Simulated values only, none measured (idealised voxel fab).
voxel self aligned contacts: a process module
Cross-section cut spans 165 nm and uses square cells 5 nm in size.
Think of the cross-section as a grid of square cells. We describe it in bands, top to bottom, and each band covers one or more rows of those cells. It is stipulated that each band's entry specify, in nanometres, the height of the top of the band and then that of its bottom, followed by the materials of the band in left-to-right sequence, each together with its width in nanometres. A single material marked by the word "everywhere" is understood to fill the band from edge to edge; the word "blank" is understood to denote empty space. Height reference: 0 = level under which incoming wafer is all one material. Lowest band: no bottom, runs on downward, e.g. "0 and below". Graded width ("30 to 40"): value in top row of band = first number; value in bottom row = second number; row-to-row change constant. What does "no change occurred" mean for a step? It means no cell of the cross-section changed in that step. "Sealed voids" contains a list of empty spaces, each no smaller than 8 cells and without an open way to the top, written in the form width x height at distance with the distance from the left edge and all three in nm. If you see something after the settings on a step's line, that's the simulator's own remark about that step. The "overlay nm" setting may appear on a step's line; for a step that uses a mask, it gives how far to the right of its planned position the mask lay, and a negative value indicates the left.

## Here's what the planned process steps look like
| 1 | RECEIVE with material Si |
| 2 | OXIDIZE with depth nm 5 |
| 3 | DIRECTIONAL_DEP with material polySi, thk nm 30 |
| 4 | DIRECTIONAL_DEP with material SiN, thk nm 20 |
| 5 | DIRECTIONAL_DEP with material aC, thk nm 15 |
| 6 | PATTERN with tone cover, mask id GATE, material resist, width nm 35, pitch nm 70, thk nm 30, overlay nm 0 |
| 7 | DIRECTIONAL_ETCH with etch materials aC, depth nm 15 |
| 8 | STRIP with etch materials resist |
| 9 | DIRECTIONAL_ETCH with etch materials SiN, depth nm 20 |
| 10 | DIRECTIONAL_ETCH with etch materials polySi, depth nm 30 |
| 11 | STRIP with etch materials aC |
| 12 | CONFORMAL_DEP with material SiN, thk nm 10 |
| 13 | DIRECTIONAL_ETCH with etch materials SiN, depth nm 10 |
| 14 | FILL_DEP with material SiO2, thk nm 15 |
| 15 | CMP with height nm 60 |
| 16 | DIRECTIONAL_DEP with material aC, thk nm 15 |
| 17 | PATTERN with tone open, mask id CONTACT, material resist, width nm 45, thk nm 30, overlay nm 0 |
| 18 | DIRECTIONAL_ETCH with etch materials aC, depth nm 15 |
| 19 | STRIP with etch materials resist |
| 20 | DIRECTIONAL_ETCH with etch materials SiO2, depth nm 65 |
| 21 | STRIP with etch materials aC |
| 22 | CONFORMAL_DEP with material TiN, thk nm 5 |
| 23 | FILL_DEP with material Ru, thk nm 10 |
| 24 | CMP with height nm 60 |
| 25 | CONFORMAL_DEP with material SiCN, thk nm 5 |

## as received, after step 1
* 0 and below = Si everywhere
* Sealed voids: none

## Here's the cross-section of the first of our two wafers at the end of the module - it ran as planned
* 65 down to 60 = SiCN everywhere
* 60 down to 50 = 60 nm SiO2 / 5 to 20 nm TiN / 35 to 5 nm Ru / 5 to 20 nm TiN / 60 nm SiO2
* 50 down to 30 = 20 nm SiO2 / 55 nm SiN / 5 nm TiN / 5 nm Ru / 5 nm TiN / 55 nm SiN / 20 nm SiO2
* 30 down to 0 = 20 nm SiO2 / 10 nm SiN / 35 nm polySi / 10 nm SiN / 5 nm TiN / 5 nm Ru / 5 nm TiN / 10 nm SiN / 35 nm polySi / 10 nm SiN / 20 nm SiO2
* 0 down to -5 = 75 nm SiO2 / 15 nm TiN / 75 nm SiO2
* -5 and below = Si everywhere
* Sealed voids: none

## What the second wafer looks like in cross-section once the module is done. Its start and its plan matched the first wafer's exactly; what differed was one mistake in how it was run
* 65 down to 60 = SiCN everywhere
* 60 down to 50 = 50 nm SiO2 / 5 to 30 nm TiN / 35 to 5 nm Ru / 5 to 10 nm TiN / 70 nm SiO2
* 50 down to 30 = 20 nm SiO2 / 55 nm SiN / 5 nm TiN / 5 nm Ru / 5 nm TiN / 55 nm SiN / 20 nm SiO2
* 30 down to 0 = 20 nm SiO2 / 10 nm SiN / 35 nm polySi / 10 nm SiN / 5 nm TiN / 5 nm Ru / 5 nm TiN / 10 nm SiN / 35 nm polySi / 10 nm SiN / 20 nm SiO2
* 0 down to -5 = 75 nm SiO2 / 15 nm TiN / 75 nm SiO2
* -5 and below = Si everywhere
* Sealed voids: none
Error vs. plan: so step 17 ended up running with a different setting than we planned, it ran as PATTERN with tone open, mask id CONTACT, material resist, width nm 45, thk nm 30, overlay nm -10
So at the finish, the second wafer's got exactly as many cells of each material as the first, just not in the same spots.
